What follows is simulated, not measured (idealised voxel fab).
Documented hereafter: the process module known as voxel self aligned vias.
170 nm wide, 5 nm square cells: that's cross-section cut.
Heads up, the way a cross-section reads in here is a grid of square cells, handed over as bands from the top down, with every band being one or more rows of cells.
In this notation a band is specified by the heights of its top and bottom, in that order and in nm, after which its materials appear from left to right, each paired with its width in nm. The word "everywhere" attached to a single material means that material fills the band from edge to edge; the word "air" stands for empty space.
Convention: height 0 is the level below which the wafer, as received, is all one material. The lowest band does not terminate at the bottom but continues downward, represented as "0..down".
Width spec "30->40" -> top row of cells at first value, bottom row at second value, equal per-row change in between.
"nothing was modified" (step): cross-section cells unchanged, all of them.
Enclosed internal voids: empty space of 8 cells or more with no open way to the top, each as width x height at its distance from the left edge, in nm
The remark found on a step's line after its settings is issued by the simulator itself and pertains to that step.
overlay nm: step with mask; distance mask lay right of planned place; negative value = left of planned place.

Process steps foreseen in the plan:
1) RECEIVE (material Si)
2) CONFORMAL_DEP (material SiO2; thk nm 10)
3) CONFORMAL_DEP (material SiCN; thk nm 5)
4) DIRECTIONAL_DEP (material lowk; thk nm 20)
5) MASKED_ETCH (tone open; mask id LINES; width nm 30; pitch nm 80; etch materials lowk; depth nm 20; overlay nm 0)
6) CONFORMAL_DEP (material TiN; thk nm 5)
7) FILL_DEP (material Ru; thk nm 10)
8) CMP (height nm 35)
9) SELECTIVE_ETCH (etch materials W Ru TiN; depth nm 5)
10) FILL_DEP (material SiN; thk nm 5)
11) CMP (height nm 35)
12) DIRECTIONAL_DEP (material lowk; thk nm 20)
13) DIRECTIONAL_DEP (material aC; thk nm 10)
14) PATTERN (tone open; mask id VIAS; material resist; width nm 50; thk nm 30; overlay nm 0)
15) DIRECTIONAL_ETCH (etch materials aC; depth nm 10)
16) STRIP (etch materials resist)
17) DIRECTIONAL_ETCH (etch materials lowk; depth nm 20)
18) DIRECTIONAL_ETCH (etch materials SiN; depth nm 5)
19) STRIP (etch materials aC)
20) CONFORMAL_DEP (material TiN; thk nm 5)
21) FILL_DEP (material Ru; thk nm 10)
22) CMP (height nm 55)
23) CONFORMAL_DEP (material SiCN; thk nm 5)

The following pertains to the first of two wafers, which was processed as planned:

Here's what the wafer looked like in cross-section when it arrived - that's after step 1:
  0..down  Si everywhere
  Enclosed internal voids: none

Cross-section of the wafer subsequent to step 2:
  10..0  SiO2 everywhere
  Rest of section, below 0: as before.

Cross-section of the wafer subsequent to step 3:
  15..10  SiCN everywhere
  Rest of section, below 10: as before.

Cross-section of the wafer subsequent to step 4:
  35..15  lowk everywhere
  Rest of section, below 15: as before.

Cross-section of the wafer subsequent to step 5:
  35..15  lowk 30; air 30; lowk 50; air 30; lowk 30
  Rest of section, below 15: as before.

Cross-section of the wafer subsequent to step 6:
  40..35  TiN 35; air 20; TiN 60; air 20; TiN 35
  35..20  lowk 30; TiN 5; air 20; TiN 5; lowk 50; TiN 5; air 20; TiN 5; lowk 30
  20..15  lowk 30; TiN 30; lowk 50; TiN 30; lowk 30
  Rest of section, below 15: as before.

Cross-section of the wafer subsequent to step 7:
  50..40  Ru everywhere
  40..35  TiN 35; Ru 20; TiN 60; Ru 20; TiN 35
  35..20  lowk 30; TiN 5; Ru 20; TiN 5; lowk 50; TiN 5; Ru 20; TiN 5; lowk 30
  Rest of section, below 20: as before.

Cross-section of the wafer subsequent to step 8:
  35..20  lowk 30; TiN 5; Ru 20; TiN 5; lowk 50; TiN 5; Ru 20; TiN 5; lowk 30
  Rest of section, below 20: as before.

Cross-section of the wafer subsequent to step 9:
  35..30  lowk 30; air 30; lowk 50; air 30; lowk 30
  Rest of section, below 30: as before.

Cross-section of the wafer subsequent to step 10:
  40..35  SiN everywhere
  35..30  lowk 30; SiN 30; lowk 50; SiN 30; lowk 30
  Rest of section, below 30: as before.

Cross-section of the wafer subsequent to step 11:
  35..30  lowk 30; SiN 30; lowk 50; SiN 30; lowk 30
  Rest of section, below 30: as before.

Cross-section of the wafer subsequent to step 12:
  55..35  lowk everywhere
  Rest of section, below 35: as before.

Cross-section of the wafer subsequent to step 13:
  65..55  aC everywhere
  Rest of section, below 55: as before.

Cross-section of the wafer subsequent to step 14:
  95..65  resist 20; air 50; resist 100
  Rest of section, below 65: as before.

Cross-section of the wafer subsequent to step 15:
  85..65  resist 20; air 50; resist 100
  65..55  aC 20; air 50; aC 100
  Rest of section, below 55: as before.

Cross-section of the wafer subsequent to step 16:
  65..55  aC 20; air 50; aC 100
  Rest of section, below 55: as before.

Cross-section of the wafer subsequent to step 17:
  65..55  aC 20; air 50; aC 100
  55..35  lowk 20; air 50; lowk 100
  Rest of section, below 35: as before.

Cross-section of the wafer subsequent to step 18:
  65..55  aC 20; air 50; aC 100
  55..35  lowk 20; air 50; lowk 100
  35..30  lowk 30; air 30; lowk 50; SiN 30; lowk 30
  Rest of section, below 30: as before.

Cross-section of the wafer subsequent to step 19:
  55..35  lowk 20; air 50; lowk 100
  Rest of section, below 35: as before.

Cross-section of the wafer subsequent to step 20:
  60..55  TiN 25; air 40; TiN 105
  55..40  lowk 20; TiN 5; air 40; TiN 5; lowk 100
  40..35  lowk 20; TiN 15; air 20; TiN 15; lowk 100
  35..30  lowk 30; TiN 30; lowk 50; SiN 30; lowk 30
  Rest of section, below 30: as before.

Cross-section of the wafer subsequent to step 21:
  70..60  Ru everywhere
  60..55  TiN 25; Ru 40; TiN 105
  55..40  lowk 20; TiN 5; Ru 40; TiN 5; lowk 100
  40..35  lowk 20; TiN 15; Ru 20; TiN 15; lowk 100
  Rest of section, below 35: as before.

Cross-section of the wafer subsequent to step 22:
  55..40  lowk 20; TiN 5; Ru 40; TiN 5; lowk 100
  Rest of section, below 40: as before.

Cross-section of the wafer subsequent to step 23:
  60..55  SiCN everywhere
  Rest of section, below 55: as before.

For the second wafer, take the first wafer's start and plan, then add one mistake made in running it; everything through step 13, that step included, is shared with the first:

Second wafer, cut view, end of step 14 per plan:
  95..65  resist 30; air 50; resist 90
  Rest of section, below 65: as before.

Second wafer, cut view, end of step 15 per plan:
  85..65  resist 30; air 50; resist 90
  65..55  aC 30; air 50; aC 90
  Rest of section, below 55: as before.

Second wafer, cut view, end of step 16 per plan:
  65..55  aC 30; air 50; aC 90
  Rest of section, below 55: as before.

Second wafer, cut view, end of step 17 per plan:
  65..55  aC 30; air 50; aC 90
  55..35  lowk 30; air 50; lowk 90
  Rest of section, below 35: as before.

Second wafer, cut view, end of step 18 per plan:
  65..55  aC 30; air 50; aC 90
  55..35  lowk 30; air 50; lowk 90
  35..30  lowk 30; air 30; lowk 50; SiN 30; lowk 30
  Rest of section, below 30: as before.

Second wafer, cut view, end of step 19 per plan:
  55..35  lowk 30; air 50; lowk 90
  Rest of section, below 35: as before.

Second wafer, cut view, end of step 20 per plan:
  60..55  TiN 35; air 40; TiN 95
  55..40  lowk 30; TiN 5; air 40; TiN 5; lowk 90
  40..35  lowk 30; TiN 5; air 20; TiN 25; lowk 90
  35..30  lowk 30; TiN 30; lowk 50; SiN 30; lowk 30
  Rest of section, below 30: as before.

Second wafer, cut view, end of step 21 per plan:
  70..60  Ru everywhere
  60..55  TiN 35; Ru 40; TiN 95
  55..40  lowk 30; TiN 5; Ru 40; TiN 5; lowk 90
  40..35  lowk 30; TiN 5; Ru 20; TiN 25; lowk 90
  Rest of section, below 35: as before.

Second wafer, cut view, end of step 22 per plan:
  55..40  lowk 30; TiN 5; Ru 40; TiN 5; lowk 90
  Rest of section, below 40: as before.

Second wafer, cut view, end of step 23 per plan:
  60..55  SiCN everywhere
  Rest of section, below 55: as before.
Processing error: step 14, actual vs plan mismatch, actual run PATTERN (tone open; mask id VIAS; material resist; width nm 50; thk nm 30; overlay nm 10)
Final wafers compared: equal cell tally per material, rearranged layout.
